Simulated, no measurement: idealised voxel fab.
process module | voxel transistor to metal
cross-section cut | 290 nm wide | cells 5 nm
A cross-section is a grid of square cells, given in bands from the top down. A band is one or more rows of cells.
Each band's line starts with the height of the band's top and of its bottom, in nm. Then come its materials from left to right, each with its width in nm. One material with "throughout" fills the band from edge to edge. "air" is empty space.
Height 0 is the level under which the wafer as received is all one material. The lowest band goes on downwards, as in "0 down".
A width such as "30 to 40" changes by the same amount from each row of cells to the next, from the band's top row to its bottom row.
"no change" after a step means that no cell of the cross-section changed.
closed voids: empty space of 8 cells or more with no open way to the top, each as width x height at its distance from the left edge, in nm
after a step's settings: what the simulator itself notes on the step
overlay nm, on a step with a mask: how far to the right of its planned place the mask lay; to the left if negative
plan
1 op RECEIVE | material Si
2 op OXIDIZE | depth nm 5
3 op CONFORMAL_DEP | material SiN | thk nm 10
4 op MASKED_ETCH | tone cover | mask id ACTIVE | width nm 95 | pitch nm 115 | etch materials SiN | depth nm 10 | overlay nm 0
5 op MASKED_ETCH | tone cover | mask id ACTIVE | width nm 95 | pitch nm 115 | etch materials SiO2 | depth nm 5 | overlay nm 0
6 op MASKED_ETCH | tone cover | mask id ACTIVE | width nm 95 | pitch nm 115 | etch materials Si | depth nm 35 | overlay nm 0
7 op FILL_DEP | material SiO2 | thk nm 10
8 op CMP | height nm 10
9 op SELECTIVE_ETCH | etch materials SiO2 | depth nm 5
10 op STRIP | etch materials SiN
11 op SELECTIVE_ETCH | etch materials SiO2 | depth nm 5
12 op OXIDIZE | depth nm 5
13 op DIRECTIONAL_DEP | material polySi | thk nm 20
14 op DIRECTIONAL_DEP | material SiCN | thk nm 10
15 op MASKED_ETCH | tone cover | mask id GATE | width nm 15 | pitch nm 115 | etch materials SiCN | depth nm 20 | overlay nm 0
16 op MASKED_ETCH | tone cover | mask id GATE | width nm 15 | pitch nm 115 | etch materials polySi | depth nm 30 | overlay nm 0
17 op CONFORMAL_DEP | material SiO2 | thk nm 5
18 op DIRECTIONAL_ETCH | etch materials SiO2 | depth nm 5
19 op CONFORMAL_DEP | material SiN | thk nm 10
20 op DIRECTIONAL_ETCH | etch materials SiN | depth nm 10
21 op DIRECTIONAL_ETCH | etch materials SiO2 | depth nm 5
22 op DIRECTIONAL_ETCH | etch materials Si | depth nm 10
23 op EPI | material nSi | thk nm 10
24 op FILL_DEP | material SiO2 | thk nm 10
25 op CMP | height nm 25
26 op DIRECTIONAL_DEP | material SiO2 | thk nm 15
27 op PATTERN | tone open | mask id CONTACT | material resist | width nm 20 | thk nm 15 | overlay nm 0
28 op DIRECTIONAL_ETCH | etch materials SiO2 | depth nm 40
29 op STRIP | etch materials resist
30 op CONFORMAL_DEP | material TiN | thk nm 5
31 op FILL_DEP | material W | thk nm 10
32 op CMP | height nm 40
33 op CONFORMAL_DEP | material SiN | thk nm 5
34 op DIRECTIONAL_DEP | material lowk | thk nm 20
35 op DIRECTIONAL_DEP | material aC | thk nm 10
36 op PATTERN | tone open | mask id METAL_1 | material resist | width nm 20 | thk nm 25 | overlay nm 0
37 op DIRECTIONAL_ETCH | etch materials aC | depth nm 10
38 op STRIP | etch materials resist
39 op DIRECTIONAL_ETCH | etch materials lowk | depth nm 20
40 op DIRECTIONAL_ETCH | etch materials SiN | depth nm 5
41 op STRIP | etch materials aC
42 op CONFORMAL_DEP | material TiN | thk nm 5
43 op FILL_DEP | material Cu | thk nm 5
44 op CMP | height nm 65
45 op CONFORMAL_DEP | material SiCN | thk nm 5
46 op DIRECTIONAL_DEP | material lowk | thk nm 30
47 op DIRECTIONAL_DEP | material aC | thk nm 15
48 op PATTERN | tone open | mask id METAL_2 | material resist | width nm 20 | pitch nm 115 | thk nm 35 | overlay nm 0
49 op DIRECTIONAL_ETCH | etch materials aC | depth nm 15
50 op STRIP | etch materials resist
51 op DIRECTIONAL_ETCH | etch materials lowk | depth nm 20
52 op STRIP | etch materials aC
53 op MASKED_ETCH | tone open | mask id METAL_2_HOLES | width nm 15 | pitch nm 115 | etch materials lowk | depth nm 10 | overlay nm 0
54 op MASKED_ETCH | tone open | mask id METAL_2_HOLES | width nm 15 | pitch nm 115 | etch materials SiCN | depth nm 5 | overlay nm 0
55 op CONFORMAL_DEP | material TiN | thk nm 5
56 op FILL_DEP | material Cu | thk nm 5
57 op CMP | height nm 100
58 op CONFORMAL_DEP | material SiCN | thk nm 5
as received, after step 1
  0 down: Si throughout
  closed voids: none
first wafer at the end, as planned
  105 to 100: SiCN throughout
  100 to 85: lowk 45 | TiN 5 | Cu 10 | TiN 5 | lowk 95 | TiN 5 | Cu 10 | TiN 5 | lowk 110
  85 to 80: lowk 45 | TiN 5 | Cu 5 | TiN 10 | lowk 95 | TiN 5 | Cu 5 | TiN 10 | lowk 110
  80 to 70: lowk 45 | TiN 5 | Cu 5 | TiN 5 | lowk 100 | TiN 5 | Cu 5 | TiN 5 | lowk 115
  70 to 65: SiCN 45 | TiN 15 | SiCN 100 | TiN 15 | SiCN 115
  65 to 45: lowk 45 | TiN 5 | Cu 10 | TiN 5 | lowk 45 | TiN 5 | Cu 10 | TiN 5 | lowk 30 | TiN 5 | Cu 10 | TiN 5 | lowk 45 | TiN 5 | Cu 10 | TiN 5 | lowk 45
  45 to 40: SiN 45 | TiN 20 | SiN 45 | TiN 20 | SiN 30 | TiN 20 | SiN 45 | TiN 20 | SiN 45
  40 to 25: SiO2 45 | TiN 5 | W 10 | TiN 5 | SiO2 45 | TiN 5 | W 10 | TiN 5 | SiO2 30 | TiN 5 | W 10 | TiN 5 | SiO2 45 | TiN 5 | W 10 | TiN 5 | SiO2 45
  25 to 15: SiO2 45 | TiN 5 | W 10 | TiN 5 | SiN 10 | SiO2 5 | SiCN 15 | SiO2 5 | SiN 10 | TiN 5 | W 10 | TiN 5 | SiO2 30 | TiN 5 | W 10 | TiN 5 | SiN 10 | SiO2 5 | SiCN 15 | SiO2 5 | SiN 10 | TiN 5 | W 10 | TiN 5 | SiO2 45
  15 to 5: SiO2 45 | TiN 5 | W 10 | TiN 5 | SiN 10 | SiO2 5 | polySi 15 | SiO2 5 | SiN 10 | TiN 5 | W 10 | TiN 5 | SiO2 30 | TiN 5 | W 10 | TiN 5 | SiN 10 | SiO2 5 | polySi 15 | SiO2 5 | SiN 10 | TiN 5 | W 10 | TiN 5 | SiO2 45
  5 to 0: SiO2 45 | TiN 20 | SiN 10 | SiO2 5 | polySi 15 | SiO2 5 | SiN 10 | TiN 20 | SiO2 30 | TiN 20 | SiN 10 | SiO2 5 | polySi 15 | SiO2 5 | SiN 10 | TiN 20 | SiO2 45
  0 to -5: SiO2 40 | SiN 10 | nSi 15 | SiN 10 | SiO2 5 | polySi 15 | SiO2 5 | SiN 10 | nSi 15 | SiN 10 | SiO2 20 | SiN 10 | nSi 15 | SiN 10 | SiO2 5 | polySi 15 | SiO2 5 | SiN 10 | nSi 15 | SiN 10 | SiO2 40
  -5 to -10: SiO2 50 | nSi 15 | SiO2 45 | nSi 15 | SiO2 40 | nSi 15 | SiO2 45 | nSi 15 | SiO2 50
  -10 to -20: SiO2 40 | Si 10 | nSi 15 | Si 45 | nSi 15 | Si 10 | SiO2 20 | Si 10 | nSi 15 | Si 45 | nSi 15 | Si 10 | SiO2 40
  -20 to -40: SiO2 40 | Si 95 | SiO2 20 | Si 95 | SiO2 40
  -40 down: Si throughout
  closed voids: none
second wafer at the end: like start, like plan, one mistake
  105 to 100: SiCN throughout
  100 to 85: lowk 45 | TiN 5 | Cu 10 | TiN 5 | lowk 95 | TiN 5 | Cu 10 | TiN 5 | lowk 110
  85 to 80: lowk 45 | TiN 5 | Cu 5 | TiN 10 | lowk 95 | TiN 5 | Cu 5 | TiN 10 | lowk 110
  80 to 70: lowk 45 | TiN 5 | Cu 5 | TiN 5 | lowk 100 | TiN 5 | Cu 5 | TiN 5 | lowk 115
  70 to 65: SiCN 45 | TiN 15 | SiCN 100 | TiN 15 | SiCN 115
  65 to 45: lowk 45 | TiN 5 | Cu 10 | TiN 5 | lowk 45 | TiN 5 | Cu 10 | TiN 5 | lowk 30 | TiN 5 | Cu 10 | TiN 5 | lowk 45 | TiN 5 | Cu 10 | TiN 5 | lowk 45
  45 to 40: SiN 45 | TiN 20 | SiN 45 | TiN 20 | SiN 30 | TiN 20 | SiN 45 | TiN 20 | SiN 45
  40 to 25: SiO2 45 | TiN 5 | W 10 | TiN 5 | SiO2 45 | TiN 5 | W 10 | TiN 5 | SiO2 30 | TiN 5 | W 10 | TiN 5 | SiO2 45 | TiN 5 | W 10 | TiN 5 | SiO2 45
  25 to 15: SiO2 45 | TiN 5 | W 10 | TiN 5 | SiN 10 | SiO2 5 | SiCN 15 | SiO2 5 | SiN 10 | TiN 5 | W 10 | TiN 5 | SiO2 30 | TiN 5 | W 10 | TiN 5 | SiN 10 | SiO2 5 | SiCN 15 | SiO2 5 | SiN 10 | TiN 5 | W 10 | TiN 5 | SiO2 45
  15 to 5: SiO2 45 | TiN 5 | W 10 | TiN 5 | SiN 10 | SiO2 5 | polySi 15 | SiO2 5 | SiN 10 | TiN 5 | W 10 | TiN 5 | SiO2 30 | TiN 5 | W 10 | TiN 5 | SiN 10 | SiO2 5 | polySi 15 | SiO2 5 | SiN 10 | TiN 5 | W 10 | TiN 5 | SiO2 45
  5 to 0: SiO2 45 | TiN 20 | SiN 10 | SiO2 5 | polySi 15 | SiO2 5 | SiN 10 | TiN 20 | SiO2 30 | TiN 20 | SiN 10 | SiO2 5 | polySi 15 | SiO2 5 | SiN 10 | TiN 20 | SiO2 45
  0 to -5: SiO2 40 | SiN 10 | nSi 15 | SiN 10 | SiO2 5 | polySi 15 | SiO2 5 | SiN 10 | nSi 15 | SiN 10 | SiO2 20 | SiN 10 | nSi 15 | SiN 10 | SiO2 5 | polySi 15 | SiO2 5 | SiN 10 | nSi 15 | SiN 10 | SiO2 40
  -5 to -10: SiO2 50 | nSi 15 | SiO2 45 | nSi 15 | SiO2 40 | nSi 15 | SiO2 45 | nSi 15 | SiO2 50
  -10 to -20: SiO2 40 | Si 10 | nSi 15 | Si 45 | nSi 15 | Si 10 | SiO2 20 | Si 10 | nSi 15 | Si 45 | nSi 15 | Si 10 | SiO2 40
  -20 to -75: SiO2 40 | Si 95 | SiO2 20 | Si 95 | SiO2 40
  -75 down: Si throughout
  closed voids: none
what went wrong: step 6 was run twice
at the end the second wafer has, in cells: 140 fewer of Si | 140 more of SiO2
